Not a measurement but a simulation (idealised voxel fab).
process module | voxel ribs on slabs
cross-section cut | 145 nm wide | cells 5 nm
A cross-section is a grid of square cells, given in bands from the top down. A band is one or more rows of cells.
Each band's line starts with the height of the band's top and of its bottom, in nm. Then come its materials from left to right, each with its width in nm. One material with "throughout" fills the band from edge to edge. "air" is empty space.
Height 0 is the level under which the wafer as received is all one material. The lowest band goes on downwards, as in "0 down".
A width such as "30 to 40" changes by the same amount from each row of cells to the next, from the band's top row to its bottom row.
"no change" after a step means that no cell of the cross-section changed.
closed voids: empty space of 8 cells or more with no open way to the top, each as width x height at its distance from the left edge, in nm
after a step's settings: what the simulator itself notes on the step
overlay nm, on a step with a mask: how far to the right of its planned place the mask lay; to the left if negative
plan
1 op RECEIVE | material Si
2 op DIRECTIONAL_DEP | material SiO2 | thk nm 25
3 op DIRECTIONAL_DEP | material polySi | thk nm 25
4 op PATTERN | tone cover | mask id RIB | material resist | width nm 20 | thk nm 15 | overlay nm 0
5 op DIRECTIONAL_ETCH | etch materials polySi | depth nm 15
6 op STRIP | etch materials resist
7 op MASKED_ETCH | tone cover | mask id SLAB | width nm 80 | etch materials polySi | depth nm 10 | overlay nm 0
8 op FILL_DEP | material SiO2 | thk nm 15
9 op CMP | height nm 60
10 op DIRECTIONAL_DEP | material TiN | thk nm 5
11 op PATTERN | tone cover | mask id HEATER | material resist | width nm 30 | thk nm 20 | overlay nm 0
12 op DIRECTIONAL_ETCH | etch materials TiN | depth nm 5
13 op STRIP | etch materials resist
14 op CONFORMAL_DEP | material SiN | thk nm 5
first wafer, as planned
as received, after step 1
  0 down: Si throughout
  closed voids: none
after step 2
  25 to 0: SiO2 throughout
  below 0: unchanged
after step 3
  50 to 25: polySi throughout
  below 25: unchanged
after step 4
  65 to 50: air 60 | resist 20 | air 65
  below 50: unchanged
after step 5
  65 to 50: air 60 | resist 20 | air 65
  50 to 35: air 60 | polySi 20 | air 65
  below 35: unchanged
after step 6
  50 to 35: air 60 | polySi 20 | air 65
  below 35: unchanged
after step 7
  50 to 35: air 60 | polySi 20 | air 65
  35 to 25: air 30 | polySi 80 | air 35
  below 25: unchanged
after step 8
  65 to 50: SiO2 throughout
  50 to 35: SiO2 60 | polySi 20 | SiO2 65
  35 to 25: SiO2 30 | polySi 80 | SiO2 35
  below 25: unchanged
after step 9
  60 to 50: SiO2 throughout
  below 50: unchanged
after step 10
  65 to 60: TiN throughout
  below 60: unchanged
after step 11
  85 to 65: air 55 | resist 30 | air 60
  below 65: unchanged
after step 12
  85 to 65: air 55 | resist 30 | air 60
  65 to 60: air 55 | TiN 30 | air 60
  below 60: unchanged
after step 13
  65 to 60: air 55 | TiN 30 | air 60
  below 60: unchanged
after step 14
  70 to 65: air 50 | SiN 40 | air 55
  65 to 60: SiN 55 | TiN 30 | SiN 60
  below 60: unchanged
second wafer: like start, like plan, one mistake. Through step 10 it matches the first wafer
when step 11 should have ended
  85 to 65: resist 55 | air 30 | resist 60
  below 65: unchanged
when step 12 should have ended
  85 to 65: resist 55 | air 30 | resist 60
  65 to 60: TiN 55 | air 30 | TiN 60
  below 60: unchanged
when step 13 should have ended
  65 to 60: TiN 55 | air 30 | TiN 60
  below 60: unchanged
when step 14 should have ended
  70 to 65: SiN 60 | air 20 | SiN 65
  65 to 60: TiN 55 | SiN 30 | TiN 60
  below 60: unchanged
what went wrong: step 11 ran as: op PATTERN | tone open | mask id HEATER | material resist | width nm 30 | thk nm 20 | overlay nm 0
at the end the second wafer has, in cells: 17 more of TiN
